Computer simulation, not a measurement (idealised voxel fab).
process module | voxel ribs on slabs
cross-section cut | 300 nm wide | cells 5 nm
A cross-section is a grid of square cells, given in bands from the top down. A band is one or more rows of cells.
Each band's line starts with the height of the band's top and of its bottom, in nm. Then come its materials from left to right, each with its width in nm. One material with "throughout" fills the band from edge to edge. "air" is empty space.
Height 0 is the level under which the wafer as received is all one material. The lowest band goes on downwards, as in "0 down".
A width such as "30 to 40" changes by the same amount from each row of cells to the next, from the band's top row to its bottom row.
"no change" after a step means that no cell of the cross-section changed.
closed voids: empty space of 8 cells or more with no open way to the top, each as width x height at its distance from the left edge, in nm
after a step's settings: what the simulator itself notes on the step
overlay nm, on a step with a mask: how far to the right of its planned place the mask lay; to the left if negative
plan
1 op RECEIVE | material Si
2 op DIRECTIONAL_DEP | material SiO2 | thk nm 20
3 op DIRECTIONAL_DEP | material SiN | thk nm 25
4 op DIRECTIONAL_DEP | material aC | thk nm 15
5 op PATTERN | tone cover | mask id RIB | material resist | width nm 15 | thk nm 30 | overlay nm 0
6 op DIRECTIONAL_ETCH | etch materials aC | depth nm 15
7 op STRIP | etch materials resist
8 op DIRECTIONAL_ETCH | etch materials SiN | depth nm 10
9 op STRIP | etch materials aC
10 op DIRECTIONAL_DEP | material aC | thk nm 10
11 op PATTERN | tone cover | mask id SLAB | material resist | width nm 55 | thk nm 30 | overlay nm 0
12 op DIRECTIONAL_ETCH | etch materials aC | depth nm 10
13 op STRIP | etch materials resist
14 op DIRECTIONAL_ETCH | etch materials SiN | depth nm 15
15 op STRIP | etch materials aC
16 op FILL_DEP | material SiO2 | thk nm 20
17 op CMP | height nm 55
18 op DIRECTIONAL_DEP | material W | thk nm 5
19 op DIRECTIONAL_DEP | material aC | thk nm 10
20 op PATTERN | tone cover | mask id HEATER | material resist | width nm 25 | thk nm 30 | overlay nm 0
21 op DIRECTIONAL_ETCH | etch materials aC | depth nm 10
22 op STRIP | etch materials resist
23 op DIRECTIONAL_ETCH | etch materials W | depth nm 5
24 op STRIP | etch materials aC
25 op CONFORMAL_DEP | material SiO2 | thk nm 10
as received, after step 1
  0 down: Si throughout
  closed voids: none
first wafer at the end, as planned
  70 to 65: air 125 | SiO2 45 | air 130
  65 to 60: SiO2 throughout
  60 to 55: SiO2 135 | W 25 | SiO2 140
  55 to 45: SiO2 throughout
  45 to 35: SiO2 140 | SiN 15 | SiO2 145
  35 to 20: SiO2 120 | SiN 55 | SiO2 125
  20 to 0: SiO2 throughout
  0 down: Si throughout
  closed voids: none
second wafer at the end: like start, like plan, one mistake
  70 to 65: air 125 | SiO2 45 | air 130
  65 to 60: SiO2 throughout
  60 to 55: SiO2 135 | W 25 | SiO2 140
  55 to 35: SiO2 throughout
  35 to 30: SiN 120 | SiO2 55 | SiN 125
  30 to 20: SiN 120 | SiO2 20 | SiN 15 | SiO2 20 | SiN 125
  20 to 0: SiO2 throughout
  0 down: Si throughout
  closed voids: none
what went wrong: step 11 ran as: op PATTERN | tone open | mask id SLAB | material resist | width nm 55 | thk nm 30 | overlay nm 0
at the end the second wafer has, in cells: 114 more of SiN | 114 fewer of SiO2
